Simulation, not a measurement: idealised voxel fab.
Process module name: voxel self aligned vias
The cross-section on display is named cut; it measures 270 nm wide, and its cells are 5 nm squares.
A cross-section is a grid of square cells, given in bands from the top down. A band is one or more rows of cells. What a band's entry tells you: where the top is and where the bottom is, as heights in nm, and after that what lies inside, material by material from left to right, each with its width in nm. Empty space is written as the word "air", and a single material marked with the word "edge to edge" occupies the band from edge to edge. Heights are measured from 0, the level below which the as-received wafer is all one material; the lowest band has no bottom and continues downward, written as in "z 0 and below". A width such as "30..40" changes by the same amount from each row of cells to the next, from the band's top row to its bottom row. "no change", as given for a step, is the statement that not any cell of the cross-section underwent a change during that step. Each empty space that has no open way to the top and spans at least 8 cells appears under "Trapped cavities" as width x height at distance, the distance counted from the left edge, all in nm. If you see something after the settings on a step's line, that's the simulator's own remark about that step. "overlay nm" denotes, for a step that has a mask, the displacement of the mask to the right of its planned place, with negative values corresponding to the left.
# The following list gives the planned process steps
- 1: RECEIVE: material Si
- 2: CONFORMAL_DEP: material SiO2, thk nm 10
- 3: CONFORMAL_DEP: material SiCN, thk nm 5
- 4: DIRECTIONAL_DEP: material lowk, thk nm 20
- 5: MASKED_ETCH: tone open, mask id LINES, width nm 20, pitch nm 70, etch materials lowk, depth nm 20, overlay nm 0
- 6: CONFORMAL_DEP: material TiN, thk nm 5
- 7: FILL_DEP: material Ru, thk nm 10
- 8: CMP: height nm 35
- 9: SELECTIVE_ETCH: etch materials W Ru TiN, depth nm 5
- 10: FILL_DEP: material SiN, thk nm 5
- 11: CMP: height nm 35
- 12: DIRECTIONAL_DEP: material lowk, thk nm 20
- 13: DIRECTIONAL_DEP: material aC, thk nm 15
- 14: PATTERN: tone open, mask id VIAS, material resist, width nm 40, pitch nm 70, thk nm 30, overlay nm 0
- 15: DIRECTIONAL_ETCH: etch materials aC, depth nm 15
- 16: STRIP: etch materials resist
- 17: DIRECTIONAL_ETCH: etch materials lowk, depth nm 20
- 18: DIRECTIONAL_ETCH: etch materials SiN, depth nm 5
- 19: STRIP: etch materials aC
- 20: CONFORMAL_DEP: material TiN, thk nm 5
- 21: FILL_DEP: material Ru, thk nm 10
- 22: CMP: height nm 55
- 23: CONFORMAL_DEP: material SiCN, thk nm 5
# First wafer out of two, processed as planned
# Cross-section of the wafer at receipt, which is the condition after step 1
* z 0 and below = Si edge to edge
* Trapped cavities: none
# State of the wafer after step 2, shown in cross-section
* z 10 to 0 = SiO2 edge to edge
* Beneath the level 0, the cross-section is identical to its previous state.
# State of the wafer after step 3, shown in cross-section
* z 15 to 10 = SiCN edge to edge
* Beneath the level 10, the cross-section is identical to its previous state.
# State of the wafer after step 4, shown in cross-section
* z 35 to 15 = lowk edge to edge
* Beneath the level 15, the cross-section is identical to its previous state.
# State of the wafer after step 5, shown in cross-section
* z 35 to 15 = lowk (90), then air (20), then lowk (50), then air (20), then lowk (90)
* Beneath the level 15, the cross-section is identical to its previous state.
# State of the wafer after step 6, shown in cross-section
* z 40 to 35 = TiN (95), then air (10), then TiN (60), then air (10), then TiN (95)
* z 35 to 20 = lowk (90), then TiN (5), then air (10), then TiN (5), then lowk (50), then TiN (5), then air (10), then TiN (5), then lowk (90)
* z 20 to 15 = lowk (90), then TiN (20), then lowk (50), then TiN (20), then lowk (90)
* Beneath the level 15, the cross-section is identical to its previous state.
# State of the wafer after step 7, shown in cross-section
* z 50 to 40 = Ru edge to edge
* z 40 to 35 = TiN (95), then Ru (10), then TiN (60), then Ru (10), then TiN (95)
* z 35 to 20 = lowk (90), then TiN (5), then Ru (10), then TiN (5), then lowk (50), then TiN (5), then Ru (10), then TiN (5), then lowk (90)
* Beneath the level 20, the cross-section is identical to its previous state.
# State of the wafer after step 8, shown in cross-section
* z 35 to 20 = lowk (90), then TiN (5), then Ru (10), then TiN (5), then lowk (50), then TiN (5), then Ru (10), then TiN (5), then lowk (90)
* Beneath the level 20, the cross-section is identical to its previous state.
# State of the wafer after step 9, shown in cross-section
* z 35 to 30 = lowk (90), then air (20), then lowk (50), then air (20), then lowk (90)
* Beneath the level 30, the cross-section is identical to its previous state.
# State of the wafer after step 10, shown in cross-section
* z 40 to 35 = SiN edge to edge
* z 35 to 30 = lowk (90), then SiN (20), then lowk (50), then SiN (20), then lowk (90)
* Beneath the level 30, the cross-section is identical to its previous state.
# State of the wafer after step 11, shown in cross-section
* z 35 to 30 = lowk (90), then SiN (20), then lowk (50), then SiN (20), then lowk (90)
* Beneath the level 30, the cross-section is identical to its previous state.
# State of the wafer after step 12, shown in cross-section
* z 55 to 35 = lowk edge to edge
* Beneath the level 35, the cross-section is identical to its previous state.
# State of the wafer after step 13, shown in cross-section
* z 70 to 55 = aC edge to edge
* Beneath the level 55, the cross-section is identical to its previous state.
# State of the wafer after step 14, shown in cross-section
* z 100 to 70 = resist (80), then air (40), then resist (30), then air (40), then resist (80)
* Beneath the level 70, the cross-section is identical to its previous state.
# State of the wafer after step 15, shown in cross-section
* z 85 to 70 = resist (80), then air (40), then resist (30), then air (40), then resist (80)
* z 70 to 55 = aC (80), then air (40), then aC (30), then air (40), then aC (80)
* Beneath the level 55, the cross-section is identical to its previous state.
# State of the wafer after step 16, shown in cross-section
* z 70 to 55 = aC (80), then air (40), then aC (30), then air (40), then aC (80)
* Beneath the level 55, the cross-section is identical to its previous state.
# State of the wafer after step 17, shown in cross-section
* z 70 to 55 = aC (80), then air (40), then aC (30), then air (40), then aC (80)
* z 55 to 35 = lowk (80), then air (40), then lowk (30), then air (40), then lowk (80)
* Beneath the level 35, the cross-section is identical to its previous state.
# State of the wafer after step 18, shown in cross-section
* z 70 to 55 = aC (80), then air (40), then aC (30), then air (40), then aC (80)
* z 55 to 35 = lowk (80), then air (40), then lowk (30), then air (40), then lowk (80)
* z 35 to 30 = lowk (90), then air (20), then lowk (50), then air (20), then lowk (90)
* Beneath the level 30, the cross-section is identical to its previous state.
# State of the wafer after step 19, shown in cross-section
* z 55 to 35 = lowk (80), then air (40), then lowk (30), then air (40), then lowk (80)
* Beneath the level 35, the cross-section is identical to its previous state.
# State of the wafer after step 20, shown in cross-section
* z 60 to 55 = TiN (85), then air (30), then TiN (40), then air (30), then TiN (85)
* z 55 to 40 = lowk (80), then TiN (5), then air (30), then TiN (5), then lowk (30), then TiN (5), then air (30), then TiN (5), then lowk (80)
* z 40 to 35 = lowk (80), then TiN (15), then air (10), then TiN (15), then lowk (30), then TiN (15), then air (10), then TiN (15), then lowk (80)
* z 35 to 30 = lowk (90), then TiN (20), then lowk (50), then TiN (20), then lowk (90)
* Beneath the level 30, the cross-section is identical to its previous state.
# State of the wafer after step 21, shown in cross-section
* z 70 to 60 = Ru edge to edge
* z 60 to 55 = TiN (85), then Ru (30), then TiN (40), then Ru (30), then TiN (85)
* z 55 to 40 = lowk (80), then TiN (5), then Ru (30), then TiN (5), then lowk (30), then TiN (5), then Ru (30), then TiN (5), then lowk (80)
* z 40 to 35 = lowk (80), then TiN (15), then Ru (10), then TiN (15), then lowk (30), then TiN (15), then Ru (10), then TiN (15), then lowk (80)
* Beneath the level 35, the cross-section is identical to its previous state.
# State of the wafer after step 22, shown in cross-section
* z 55 to 40 = lowk (80), then TiN (5), then Ru (30), then TiN (5), then lowk (30), then TiN (5), then Ru (30), then TiN (5), then lowk (80)
* Beneath the level 40, the cross-section is identical to its previous state.
# State of the wafer after step 23, shown in cross-section
* z 60 to 55 = SiCN edge to edge
* Beneath the level 55, the cross-section is identical to its previous state.
# Regarding the second of the two wafers: it shared the first wafer's starting condition and process plan, yet one error occurred during its execution. Its history coincides with that of the first wafer up to and including step 1
# Second wafer at the planned finish of step 2, seen in cross-section
* z 10 to 0 = aC edge to edge
* Beneath the level 0, the cross-section is identical to its previous state.
# Second wafer at the planned finish of step 3, seen in cross-section
* z 15 to 10 = SiCN edge to edge
* Beneath the level 10, the cross-section is identical to its previous state.
# Second wafer at the planned finish of step 4, seen in cross-section
* z 35 to 15 = lowk edge to edge
* Beneath the level 15, the cross-section is identical to its previous state.
# Second wafer at the planned finish of step 5, seen in cross-section
* z 35 to 15 = lowk (90), then air (20), then lowk (50), then air (20), then lowk (90)
* Beneath the level 15, the cross-section is identical to its previous state.
# Second wafer at the planned finish of step 6, seen in cross-section
* z 40 to 35 = TiN (95), then air (10), then TiN (60), then air (10), then TiN (95)
* z 35 to 20 = lowk (90), then TiN (5), then air (10), then TiN (5), then lowk (50), then TiN (5), then air (10), then TiN (5), then lowk (90)
* z 20 to 15 = lowk (90), then TiN (20), then lowk (50), then TiN (20), then lowk (90)
* Beneath the level 15, the cross-section is identical to its previous state.
# Second wafer at the planned finish of step 7, seen in cross-section
* z 50 to 40 = Ru edge to edge
* z 40 to 35 = TiN (95), then Ru (10), then TiN (60), then Ru (10), then TiN (95)
* z 35 to 20 = lowk (90), then TiN (5), then Ru (10), then TiN (5), then lowk (50), then TiN (5), then Ru (10), then TiN (5), then lowk (90)
* Beneath the level 20, the cross-section is identical to its previous state.
# Second wafer at the planned finish of step 8, seen in cross-section
* z 35 to 20 = lowk (90), then TiN (5), then Ru (10), then TiN (5), then lowk (50), then TiN (5), then Ru (10), then TiN (5), then lowk (90)
* Beneath the level 20, the cross-section is identical to its previous state.
# Second wafer at the planned finish of step 9, seen in cross-section
* z 35 to 30 = lowk (90), then air (20), then lowk (50), then air (20), then lowk (90)
* Beneath the level 30, the cross-section is identical to its previous state.
# Second wafer at the planned finish of step 10, seen in cross-section
* z 40 to 35 = SiN edge to edge
* z 35 to 30 = lowk (90), then SiN (20), then lowk (50), then SiN (20), then lowk (90)
* Beneath the level 30, the cross-section is identical to its previous state.
# Second wafer at the planned finish of step 11, seen in cross-section
* z 35 to 30 = lowk (90), then SiN (20), then lowk (50), then SiN (20), then lowk (90)
* Beneath the level 30, the cross-section is identical to its previous state.
# Second wafer at the planned finish of step 12, seen in cross-section
* z 55 to 35 = lowk edge to edge
* Beneath the level 35, the cross-section is identical to its previous state.
# Second wafer at the planned finish of step 13, seen in cross-section
* z 70 to 55 = aC edge to edge
* Beneath the level 55, the cross-section is identical to its previous state.
# Second wafer at the planned finish of step 14, seen in cross-section
* z 100 to 70 = resist (80), then air (40), then resist (30), then air (40), then resist (80)
* Beneath the level 70, the cross-section is identical to its previous state.
# Second wafer at the planned finish of step 15, seen in cross-section
* z 85 to 70 = resist (80), then air (40), then resist (30), then air (40), then resist (80)
* z 70 to 55 = aC (80), then air (40), then aC (30), then air (40), then aC (80)
* Beneath the level 55, the cross-section is identical to its previous state.
# Second wafer at the planned finish of step 16, seen in cross-section
* z 70 to 55 = aC (80), then air (40), then aC (30), then air (40), then aC (80)
* Beneath the level 55, the cross-section is identical to its previous state.
# Second wafer at the planned finish of step 17, seen in cross-section
* z 70 to 55 = aC (80), then air (40), then aC (30), then air (40), then aC (80)
* z 55 to 35 = lowk (80), then air (40), then lowk (30), then air (40), then lowk (80)
* Beneath the level 35, the cross-section is identical to its previous state.
# Second wafer at the planned finish of step 18, seen in cross-section
* z 70 to 55 = aC (80), then air (40), then aC (30), then air (40), then aC (80)
* z 55 to 35 = lowk (80), then air (40), then lowk (30), then air (40), then lowk (80)
* z 35 to 30 = lowk (90), then air (20), then lowk (50), then air (20), then lowk (90)
* Beneath the level 30, the cross-section is identical to its previous state.
# Second wafer at the planned finish of step 19, seen in cross-section
* z 55 to 35 = lowk (80), then air (40), then lowk (30), then air (40), then lowk (80)
* Beneath the level 35, the cross-section is identical to its previous state.
# Second wafer at the planned finish of step 20, seen in cross-section
* z 60 to 55 = TiN (85), then air (30), then TiN (40), then air (30), then TiN (85)
* z 55 to 40 = lowk (80), then TiN (5), then air (30), then TiN (5), then lowk (30), then TiN (5), then air (30), then TiN (5), then lowk (80)
* z 40 to 35 = lowk (80), then TiN (15), then air (10), then TiN (15), then lowk (30), then TiN (15), then air (10), then TiN (15), then lowk (80)
* z 35 to 30 = lowk (90), then TiN (20), then lowk (50), then TiN (20), then lowk (90)
* Beneath the level 30, the cross-section is identical to its previous state.
# Second wafer at the planned finish of step 21, seen in cross-section
* z 70 to 60 = Ru edge to edge
* z 60 to 55 = TiN (85), then Ru (30), then TiN (40), then Ru (30), then TiN (85)
* z 55 to 40 = lowk (80), then TiN (5), then Ru (30), then TiN (5), then lowk (30), then TiN (5), then Ru (30), then TiN (5), then lowk (80)
* z 40 to 35 = lowk (80), then TiN (15), then Ru (10), then TiN (15), then lowk (30), then TiN (15), then Ru (10), then TiN (15), then lowk (80)
* Beneath the level 35, the cross-section is identical to its previous state.
# Second wafer at the planned finish of step 22, seen in cross-section
* z 55 to 40 = lowk (80), then TiN (5), then Ru (30), then TiN (5), then lowk (30), then TiN (5), then Ru (30), then TiN (5), then lowk (80)
* Beneath the level 40, the cross-section is identical to its previous state.
# Second wafer at the planned finish of step 23, seen in cross-section
* z 60 to 55 = SiCN edge to edge
* Beneath the level 55, the cross-section is identical to its previous state.
Finding, execution versus plan: planned and actual differ for step 2; actual: CONFORMAL_DEP: material aC, thk nm 10
In the final state, the cell counts of the second wafer exceed or fall short of those of the first for the following materials: SiO2 -108 | aC +108
